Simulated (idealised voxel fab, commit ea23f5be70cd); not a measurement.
process module | voxel self aligned contacts
cross-section cut | 230 nm wide | cells 5 nm
A cross-section is a grid of square cells, given in bands from the top down. A band is one or more rows of cells.
Each band's line starts with the height of the band's top and of its bottom, in nm. Then come its materials from left to right, each with its width in nm. One material with "throughout" fills the band from edge to edge. "air" is empty space.
Height 0 is the level under which the wafer as received is all one material. The lowest band goes on downwards, as in "0 down".
A width such as "30 to 40" changes by the same amount from each row of cells to the next, from the band's top row to its bottom row.
"no change" after a step means that no cell of the cross-section changed.
closed voids: empty space of 8 cells or more with no open way to the top, each as width x height at its distance from the left edge, in nm
after a step's settings: what the simulator itself notes on the step
overlay nm, on a step with a mask: how far to the right of its planned place the mask lay; to the left if negative
plan
1 op RECEIVE | material Si
2 op CONFORMAL_DEP | material SiO2 | thk nm 5
3 op DIRECTIONAL_DEP | material polySi | thk nm 30
4 op DIRECTIONAL_DEP | material SiN | thk nm 20
5 op PATTERN | tone cover | mask id GATE | material resist | width nm 35 | pitch nm 60 | thk nm 15 | overlay nm 0
6 op DIRECTIONAL_ETCH | etch materials SiN | depth nm 20
7 op DIRECTIONAL_ETCH | etch materials polySi | depth nm 30
8 op STRIP | etch materials resist
9 op CONFORMAL_DEP | material SiN | thk nm 5
10 op DIRECTIONAL_ETCH | etch materials SiN | depth nm 5
11 op FILL_DEP | material SiO2 | thk nm 20
12 op CMP | height nm 65
13 op PATTERN | tone open | mask id CONTACT | material resist | width nm 35 | thk nm 15 | overlay nm 0
14 op DIRECTIONAL_ETCH | etch materials SiO2 | depth nm 65
15 op STRIP | etch materials resist
16 op CONFORMAL_DEP | material TiN | thk nm 5
17 op FILL_DEP | material Ru | thk nm 10
18 op CMP | height nm 65
19 op CONFORMAL_DEP | material SiCN | thk nm 5
first wafer, as planned
as received, after step 1
  0 down: Si throughout
  closed voids: none
after step 2
  5 to 0: SiO2 throughout
  below 0: unchanged
after step 3
  35 to 5: polySi throughout
  below 5: unchanged
after step 4
  55 to 35: SiN throughout
  below 35: unchanged
after step 5
  70 to 55: air 65 | resist 35 | air 25 | resist 35 | air 70
  below 55: unchanged
after step 6
  70 to 55: air 65 | resist 35 | air 25 | resist 35 | air 70
  55 to 35: air 65 | SiN 35 | air 25 | SiN 35 | air 70
  below 35: unchanged
after step 7
  70 to 55: air 65 | resist 35 | air 25 | resist 35 | air 70
  55 to 35: air 65 | SiN 35 | air 25 | SiN 35 | air 70
  35 to 5: air 65 | polySi 35 | air 25 | polySi 35 | air 70
  below 5: unchanged
after step 8
  55 to 35: air 65 | SiN 35 | air 25 | SiN 35 | air 70
  below 35: unchanged
after step 9
  60 to 35: air 60 | SiN 45 | air 15 | SiN 45 | air 65
  35 to 10: air 60 | SiN 5 | polySi 35 | SiN 5 | air 15 | SiN 5 | polySi 35 | SiN 5 | air 65
  10 to 5: SiN 65 | polySi 35 | SiN 25 | polySi 35 | SiN 70
  below 5: unchanged
after step 10
  55 to 35: air 60 | SiN 45 | air 15 | SiN 45 | air 65
  35 to 5: air 60 | SiN 5 | polySi 35 | SiN 5 | air 15 | SiN 5 | polySi 35 | SiN 5 | air 65
  below 5: unchanged
after step 11
  75 to 55: SiO2 throughout
  55 to 35: SiO2 60 | SiN 45 | SiO2 15 | SiN 45 | SiO2 65
  35 to 5: SiO2 60 | SiN 5 | polySi 35 | SiN 5 | SiO2 15 | SiN 5 | polySi 35 | SiN 5 | SiO2 65
  below 5: unchanged
after step 12
  65 to 55: SiO2 throughout
  below 55: unchanged
after step 13
  80 to 65: resist 95 | air 35 | resist 100
  below 65: unchanged
after step 14
  80 to 65: resist 95 | air 35 | resist 100
  65 to 55: SiO2 95 | air 35 | SiO2 100
  55 to 35: SiO2 60 | SiN 45 | air 15 | SiN 45 | SiO2 65
  35 to 5: SiO2 60 | SiN 5 | polySi 35 | SiN 5 | air 15 | SiN 5 | polySi 35 | SiN 5 | SiO2 65
  5 to 0: SiO2 105 | air 15 | SiO2 110
  below 0: unchanged
after step 15
  65 to 55: SiO2 95 | air 35 | SiO2 100
  below 55: unchanged
after step 16
  70 to 65: TiN 100 | air 25 | TiN 105
  65 to 55: SiO2 95 | TiN 5 to 15 | air 25 to 5 | TiN 5 to 15 | SiO2 100
  55 to 35: SiO2 60 | SiN 45 | TiN 5 | air 5 | TiN 5 | SiN 45 | SiO2 65
  35 to 5: SiO2 60 | SiN 5 | polySi 35 | SiN 5 | TiN 5 | air 5 | TiN 5 | SiN 5 | polySi 35 | SiN 5 | SiO2 65
  5 to 0: SiO2 105 | TiN 15 | SiO2 110
  below 0: unchanged
after step 17
  80 to 70: Ru throughout
  70 to 65: TiN 100 | Ru 25 | TiN 105
  65 to 55: SiO2 95 | TiN 5 to 15 | Ru 25 to 5 | TiN 5 to 15 | SiO2 100
  55 to 35: SiO2 60 | SiN 45 | TiN 5 | Ru 5 | TiN 5 | SiN 45 | SiO2 65
  35 to 5: SiO2 60 | SiN 5 | polySi 35 | SiN 5 | TiN 5 | Ru 5 | TiN 5 | SiN 5 | polySi 35 | SiN 5 | SiO2 65
  below 5: unchanged
after step 18
  65 to 55: SiO2 95 | TiN 5 to 15 | Ru 25 to 5 | TiN 5 to 15 | SiO2 100
  below 55: unchanged
after step 19
  70 to 65: SiCN throughout
  below 65: unchanged
second wafer: like start, like plan, one mistake. Through step 1 it matches the first wafer
when step 2 should have ended
  30 to 0: polySi throughout
  below 0: unchanged
when step 3 should have ended
  35 to 30: SiO2 throughout
  below 30: unchanged
when step 4 should have ended
  55 to 35: SiN throughout
  below 35: unchanged
when step 5 should have ended
  70 to 55: air 65 | resist 35 | air 25 | resist 35 | air 70
  below 55: unchanged
when step 6 should have ended
  70 to 55: air 65 | resist 35 | air 25 | resist 35 | air 70
  55 to 35: air 65 | SiN 35 | air 25 | SiN 35 | air 70
  below 35: unchanged
when step 7 should have ended: no change
when step 8 should have ended
  55 to 35: air 65 | SiN 35 | air 25 | SiN 35 | air 70
  below 35: unchanged
when step 9 should have ended
  60 to 40: air 60 | SiN 45 | air 15 | SiN 45 | air 65
  40 to 35: SiN throughout
  below 35: unchanged
when step 10 should have ended
  55 to 35: air 60 | SiN 45 | air 15 | SiN 45 | air 65
  below 35: unchanged
when step 11 should have ended
  75 to 55: SiO2 throughout
  55 to 35: SiO2 60 | SiN 45 | SiO2 15 | SiN 45 | SiO2 65
  below 35: unchanged
when step 12 should have ended
  65 to 55: SiO2 throughout
  below 55: unchanged
when step 13 should have ended
  80 to 65: resist 95 | air 35 | resist 100
  below 65: unchanged
when step 14 should have ended
  80 to 65: resist 95 | air 35 | resist 100
  65 to 55: SiO2 95 | air 35 | SiO2 100
  55 to 35: SiO2 60 | SiN 45 | air 15 | SiN 45 | SiO2 65
  35 to 30: SiO2 105 | air 15 | SiO2 110
  below 30: unchanged
when step 15 should have ended
  65 to 55: SiO2 95 | air 35 | SiO2 100
  below 55: unchanged
when step 16 should have ended
  70 to 65: TiN 100 | air 25 | TiN 105
  65 to 55: SiO2 95 | TiN 5 to 15 | air 25 to 5 | TiN 5 to 15 | SiO2 100
  55 to 35: SiO2 60 | SiN 45 | TiN 5 | air 5 | TiN 5 | SiN 45 | SiO2 65
  35 to 30: SiO2 105 | TiN 15 | SiO2 110
  below 30: unchanged
when step 17 should have ended
  80 to 70: Ru throughout
  70 to 65: TiN 100 | Ru 25 | TiN 105
  65 to 55: SiO2 95 | TiN 5 to 15 | Ru 25 to 5 | TiN 5 to 15 | SiO2 100
  55 to 35: SiO2 60 | SiN 45 | TiN 5 | Ru 5 | TiN 5 | SiN 45 | SiO2 65
  below 35: unchanged
when step 18 should have ended
  65 to 55: SiO2 95 | TiN 5 to 15 | Ru 25 to 5 | TiN 5 to 15 | SiO2 100
  below 55: unchanged
when step 19 should have ended
  70 to 65: SiCN throughout
  below 65: unchanged
what went wrong: steps 2 and 3 were swapped
at the end the second wafer has, in cells: 6 fewer of Ru | 24 fewer of SiN | 150 fewer of SiO2 | 12 fewer of TiN | 192 more of polySi
